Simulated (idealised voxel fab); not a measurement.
process module | voxel transistor to metal
cross-section cut | 295 nm wide | cells 5 nm
A cross-section is a grid of square cells, given in bands from the top down. A band is one or more rows of cells.
Each band's line starts with the height of the band's top and of its bottom, in nm. Then come its materials from left to right, each with its width in nm. One material with "throughout" fills the band from edge to edge. "air" is empty space.
Height 0 is the level under which the wafer as received is all one material. The lowest band goes on downwards, as in "0 down".
A width such as "30 to 40" changes by the same amount from each row of cells to the next, from the band's top row to its bottom row.
"no change" after a step means that no cell of the cross-section changed.
closed voids: empty space of 8 cells or more with no open way to the top, each as width x height at its distance from the left edge, in nm
after a step's settings: what the simulator itself notes on the step
overlay nm, on a step with a mask: how far to the right of its planned place the mask lay; to the left if negative
plan
1 op RECEIVE | material Si
2 op CONFORMAL_DEP | material SiO2 | thk nm 5
3 op CONFORMAL_DEP | material SiN | thk nm 10
4 op MASKED_ETCH | tone cover | mask id ACTIVE | width nm 115 | pitch nm 135 | etch materials SiN | depth nm 10 | overlay nm 0
5 op MASKED_ETCH | tone cover | mask id ACTIVE | width nm 115 | pitch nm 135 | etch materials SiO2 | depth nm 5 | overlay nm 0
6 op MASKED_ETCH | tone cover | mask id ACTIVE | width nm 115 | pitch nm 135 | etch materials Si | depth nm 20 | overlay nm 0
7 op FILL_DEP | material SiO2 | thk nm 15
8 op CMP | height nm 15
9 op SELECTIVE_ETCH | etch materials SiO2 | depth nm 10
10 op STRIP | etch materials SiN
11 op SELECTIVE_ETCH | etch materials SiO2 | depth nm 5
12 op OXIDIZE | depth nm 5
13 op DIRECTIONAL_DEP | material polySi | thk nm 30
14 op DIRECTIONAL_DEP | material SiCN | thk nm 15
15 op DIRECTIONAL_DEP | material aC | thk nm 15
16 op PATTERN | tone cover | mask id GATE | material resist | width nm 25 | pitch nm 135 | thk nm 35 | overlay nm 0
17 op DIRECTIONAL_ETCH | etch materials aC | depth nm 15
18 op STRIP | etch materials resist
19 op DIRECTIONAL_ETCH | etch materials SiCN | depth nm 25
20 op DIRECTIONAL_ETCH | etch materials polySi | depth nm 40
21 op STRIP | etch materials aC
22 op CONFORMAL_DEP | material SiO2 | thk nm 5
23 op DIRECTIONAL_ETCH | etch materials SiO2 | depth nm 5
24 op CONFORMAL_DEP | material SiN | thk nm 10
25 op DIRECTIONAL_ETCH | etch materials SiN | depth nm 10
26 op DIRECTIONAL_ETCH | etch materials SiO2 | depth nm 5
27 op DIRECTIONAL_ETCH | etch materials Si | depth nm 10
28 op EPI | material SiGe | thk nm 10
29 op FILL_DEP | material SiO2 | thk nm 5
30 op CMP | height nm 30
31 op STRIP | etch materials polySi
32 op SELECTIVE_ETCH | etch materials SiO2 | depth nm 5
33 op CONFORMAL_DEP | material HfO2 | thk nm 5
34 op CONFORMAL_DEP | material TiN | thk nm 5
35 op FILL_DEP | material W | thk nm 10
36 op CMP | height nm 25
37 op DIRECTIONAL_DEP | material SiO2 | thk nm 10
38 op MASKED_ETCH | tone open | mask id CONTACT | width nm 20 | etch materials SiO2 | depth nm 40 | overlay nm 0
39 op CONFORMAL_DEP | material TiN | thk nm 5
40 op FILL_DEP | material W | thk nm 5
41 op CMP | height nm 35
42 op CONFORMAL_DEP | material SiN | thk nm 5
43 op DIRECTIONAL_DEP | material lowk | thk nm 15
44 op MASKED_ETCH | tone open | mask id METAL_1 | width nm 20 | etch materials lowk | depth nm 15 | overlay nm 0
45 op MASKED_ETCH | tone open | mask id METAL_1 | width nm 20 | etch materials SiN | depth nm 5 | overlay nm 0
46 op CONFORMAL_DEP | material TiN | thk nm 5
47 op FILL_DEP | material Cu | thk nm 10
48 op CMP | height nm 55
49 op CONFORMAL_DEP | material SiCN | thk nm 5
50 op DIRECTIONAL_DEP | material lowk | thk nm 30
51 op DIRECTIONAL_DEP | material aC | thk nm 10
52 op PATTERN | tone open | mask id METAL_2_HOLES | material resist | width nm 15 | pitch nm 135 | thk nm 30 | overlay nm 0
53 op DIRECTIONAL_ETCH | etch materials aC | depth nm 10
54 op STRIP | etch materials resist
55 op DIRECTIONAL_ETCH | etch materials lowk | depth nm 30
56 op STRIP | etch materials aC
57 op PATTERN | tone open | mask id METAL_2 | material resist | width nm 20 | pitch nm 135 | thk nm 15 | overlay nm 0
58 op DIRECTIONAL_ETCH | etch materials lowk | depth nm 15
59 op DIRECTIONAL_ETCH | etch materials SiCN | depth nm 5
60 op STRIP | etch materials resist
61 op CONFORMAL_DEP | material TiN | thk nm 5
62 op FILL_DEP | material Ru | thk nm 10
63 op CMP | height nm 90
64 op CONFORMAL_DEP | material SiCN | thk nm 5
as received, after step 1
  0 down: Si throughout
  closed voids: none
first wafer at the end, as planned
  95 to 90: SiCN throughout
  90 to 80: lowk 25 | TiN 5 | Ru 10 | TiN 5 | lowk 115 | TiN 5 | Ru 10 | TiN 5 | lowk 115
  80 to 75: lowk 25 | TiN 5 | Ru 5 | TiN 10 | lowk 115 | TiN 5 | Ru 5 | TiN 10 | lowk 115
  75 to 60: lowk 25 | TiN 5 | Ru 5 | TiN 5 | lowk 120 | TiN 5 | Ru 5 | TiN 5 | lowk 120
  60 to 55: SiCN 25 | TiN 15 | SiCN 120 | TiN 15 | SiCN 120
  55 to 40: lowk 25 | TiN 5 | Cu 10 | TiN 5 | lowk 65 | TiN 5 | Cu 10 | TiN 5 | lowk 30 | TiN 5 | Cu 10 | TiN 5 | lowk 65 | TiN 5 | Cu 10 | TiN 5 | lowk 30
  40 to 35: SiN 25 | TiN 20 | SiN 65 | TiN 20 | SiN 30 | TiN 20 | SiN 65 | TiN 20 | SiN 30
  35 to 25: SiO2 25 | TiN 5 | W 10 | TiN 5 | SiO2 65 | TiN 5 | W 10 | TiN 5 | SiO2 30 | TiN 5 | W 10 | TiN 5 | SiO2 65 | TiN 5 | W 10 | TiN 5 | SiO2 30
  25 to 10: SiO2 25 | TiN 5 | W 10 | TiN 5 | SiO2 5 | SiN 10 | HfO2 5 | TiN 5 | W 15 | TiN 5 | HfO2 5 | SiN 10 | SiO2 5 | TiN 5 | W 10 | TiN 5 | SiO2 30 | TiN 5 | W 10 | TiN 5 | SiO2 5 | SiN 10 | HfO2 5 | TiN 5 | W 15 | TiN 5 | HfO2 5 | SiN 10 | SiO2 5 | TiN 5 | W 10 | TiN 5 | SiO2 30
  10 to 5: SiO2 25 | TiN 5 | W 5 | TiN 10 | SiO2 5 | SiN 10 | HfO2 5 | TiN 5 | W 15 | TiN 5 | HfO2 5 | SiN 10 | SiO2 5 | TiN 10 | W 5 | TiN 5 | SiO2 30 | TiN 5 | W 5 | TiN 10 | SiO2 5 | SiN 10 | HfO2 5 | TiN 5 | W 15 | TiN 5 | HfO2 5 | SiN 10 | SiO2 5 | TiN 10 | W 5 | TiN 5 | SiO2 30
  5 to 0: SiO2 25 | TiN 5 | W 5 | TiN 5 | SiGe 10 | SiN 10 | HfO2 5 | TiN 25 | HfO2 5 | SiN 10 | SiGe 10 | TiN 5 | W 5 | TiN 5 | SiO2 30 | TiN 5 | W 5 | TiN 5 | SiGe 10 | SiN 10 | HfO2 5 | TiN 25 | HfO2 5 | SiN 10 | SiGe 10 | TiN 5 | W 5 | TiN 5 | SiO2 30
  0 to -5: SiO2 25 | TiN 15 | SiGe 10 | SiO2 10 | HfO2 35 | SiO2 10 | SiGe 10 | TiN 15 | SiO2 30 | TiN 15 | SiGe 10 | SiO2 10 | HfO2 35 | SiO2 10 | SiGe 10 | TiN 15 | SiO2 30
  -5 to -15: SiO2 20 | SiGe 30 | Si 55 | SiGe 30 | SiO2 20 | SiGe 30 | Si 55 | SiGe 30 | SiO2 25
  -15 to -20: SiO2 20 | Si 115 | SiO2 20 | Si 115 | SiO2 25
  -20 down: Si throughout
  closed voids: none
second wafer at the end: like start, like plan, one mistake
  95 to 90: SiCN throughout
  90 to 80: lowk 25 | TiN 5 | Ru 20 | TiN 5 | lowk 105 | TiN 5 | Ru 20 | TiN 5 | lowk 105
  80 to 75: lowk 25 | TiN 5 | Ru 5 | TiN 20 | lowk 105 | TiN 5 | Ru 5 | TiN 20 | lowk 105
  75 to 65: lowk 25 | TiN 5 | Ru 5 | TiN 5 | lowk 120 | TiN 5 | Ru 5 | TiN 5 | lowk 120
  65 to 60: lowk 25 | TiN 15 | lowk 120 | TiN 15 | lowk 120
  60 to 55: SiCN 35 | TiN 5 | SiCN 130 | TiN 5 | SiCN 120
  55 to 40: lowk 25 | TiN 5 | Cu 10 | TiN 5 | lowk 65 | TiN 5 | Cu 10 | TiN 5 | lowk 30 | TiN 5 | Cu 10 | TiN 5 | lowk 65 | TiN 5 | Cu 10 | TiN 5 | lowk 30
  40 to 35: SiN 25 | TiN 20 | SiN 65 | TiN 20 | SiN 30 | TiN 20 | SiN 65 | TiN 20 | SiN 30
  35 to 25: SiO2 25 | TiN 5 | W 10 | TiN 5 | SiO2 65 | TiN 5 | W 10 | TiN 5 | SiO2 30 | TiN 5 | W 10 | TiN 5 | SiO2 65 | TiN 5 | W 10 | TiN 5 | SiO2 30
  25 to 10: SiO2 25 | TiN 5 | W 10 | TiN 5 | SiO2 5 | SiN 10 | HfO2 5 | TiN 5 | W 15 | TiN 5 | HfO2 5 | SiN 10 | SiO2 5 | TiN 5 | W 10 | TiN 5 | SiO2 30 | TiN 5 | W 10 | TiN 5 | SiO2 5 | SiN 10 | HfO2 5 | TiN 5 | W 15 | TiN 5 | HfO2 5 | SiN 10 | SiO2 5 | TiN 5 | W 10 | TiN 5 | SiO2 30
  10 to 5: SiO2 25 | TiN 5 | W 5 | TiN 10 | SiO2 5 | SiN 10 | HfO2 5 | TiN 5 | W 15 | TiN 5 | HfO2 5 | SiN 10 | SiO2 5 | TiN 10 | W 5 | TiN 5 | SiO2 30 | TiN 5 | W 5 | TiN 10 | SiO2 5 | SiN 10 | HfO2 5 | TiN 5 | W 15 | TiN 5 | HfO2 5 | SiN 10 | SiO2 5 | TiN 10 | W 5 | TiN 5 | SiO2 30
  5 to 0: SiO2 25 | TiN 5 | W 5 | TiN 5 | SiGe 10 | SiN 10 | HfO2 5 | TiN 25 | HfO2 5 | SiN 10 | SiGe 10 | TiN 5 | W 5 | TiN 5 | SiO2 30 | TiN 5 | W 5 | TiN 5 | SiGe 10 | SiN 10 | HfO2 5 | TiN 25 | HfO2 5 | SiN 10 | SiGe 10 | TiN 5 | W 5 | TiN 5 | SiO2 30
  0 to -5: SiO2 25 | TiN 15 | SiGe 10 | SiO2 10 | HfO2 35 | SiO2 10 | SiGe 10 | TiN 15 | SiO2 30 | TiN 15 | SiGe 10 | SiO2 10 | HfO2 35 | SiO2 10 | SiGe 10 | TiN 15 | SiO2 30
  -5 to -15: SiO2 20 | SiGe 30 | Si 55 | SiGe 30 | SiO2 20 | SiGe 30 | Si 55 | SiGe 30 | SiO2 25
  -15 to -20: SiO2 20 | Si 115 | SiO2 20 | Si 115 | SiO2 25
  -20 down: Si throughout
  closed voids: none
what went wrong: step 57 ran as: op PATTERN | tone open | mask id METAL_2 | material resist | width nm 20 | pitch nm 135 | thk nm 15 | overlay nm 10
at the end the second wafer has, in cells: 6 more of Ru | 4 more of SiCN | 2 more of TiN | 12 fewer of lowk
